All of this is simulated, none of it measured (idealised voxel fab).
Herein follows the process module entitled voxel ribs on slabs.
Square cell edge 5 nm, section width 260 nm, ID cut.
Cross-section, as written here: a square-cell grid given band by band from the top down, where a band holds one or more rows of cells.
Basically the band line says how high the top is and how high the bottom is, in nm, and then what's in it from left to right, every material with its width in nm. Empty space shows up as "air", and if a single material carries "throughout" it runs the full band edge to edge.
Heights are reckoned from 0. Under this level, the received wafer is all of one material. The bottommost band is open-ended downward, for example "0..down".
Graded width ("30 to 40"): value in top row of band = first number; value in bottom row = second number; row-to-row change constant.
For the purposes of this document, the phrase "no change" attached to a step denotes that no cell within the cross-section was modified by that step.
Listed in "Sealed voids": every empty space of 8 or more cells without an open way to the top. Form: width x height at distance, the distance being from the left edge, all in nm.
Heads up: the bit after the settings on a step's line is the simulator's remark on that step.
The setting "overlay nm" may be written on the line of a step. When the step uses a mask, the value reports how far to the right of the planned place the mask lay, and a negative value reports that it lay to the left.

[Steps in the process plan]
1 RECEIVE: material Si
2 DIRECTIONAL_DEP: material SiO2, thk nm 20
3 DIRECTIONAL_DEP: material polySi, thk nm 25
4 MASKED_ETCH: tone cover, mask id RIB, width nm 15, etch materials polySi, depth nm 20, overlay nm 0
5 PATTERN: tone cover, mask id SLAB, material resist, width nm 75, thk nm 20, overlay nm 0
6 DIRECTIONAL_ETCH: etch materials polySi, depth nm 5
7 STRIP: etch materials resist
8 FILL_DEP: material SiO2, thk nm 25
9 CMP: height nm 65
10 DIRECTIONAL_DEP: material W, thk nm 5
11 MASKED_ETCH: tone cover, mask id HEATER, width nm 25, etch materials W, depth nm 5, overlay nm 0
12 CONFORMAL_DEP: material SiN, thk nm 5

[Delivered wafer in cross-section: state after step 1]
  0..down: Si throughout
  Sealed voids: none

[Same starting wafer, same plan as above, one mistake in the execution; this is the cross-section at the end of the module]
  75..70: air=110, SiN=35, air=115
  70..65: SiN=115, W=25, SiN=120
  65..50: SiO2=120, polySi=15, SiO2=125
  50..45: SiO2=90, polySi=75, SiO2=95
  45..20: polySi throughout
  20..0: SiO2 throughout
  0..down: Si throughout
  Sealed voids: none
what went wrong: step 3 of the plan was twice carried out
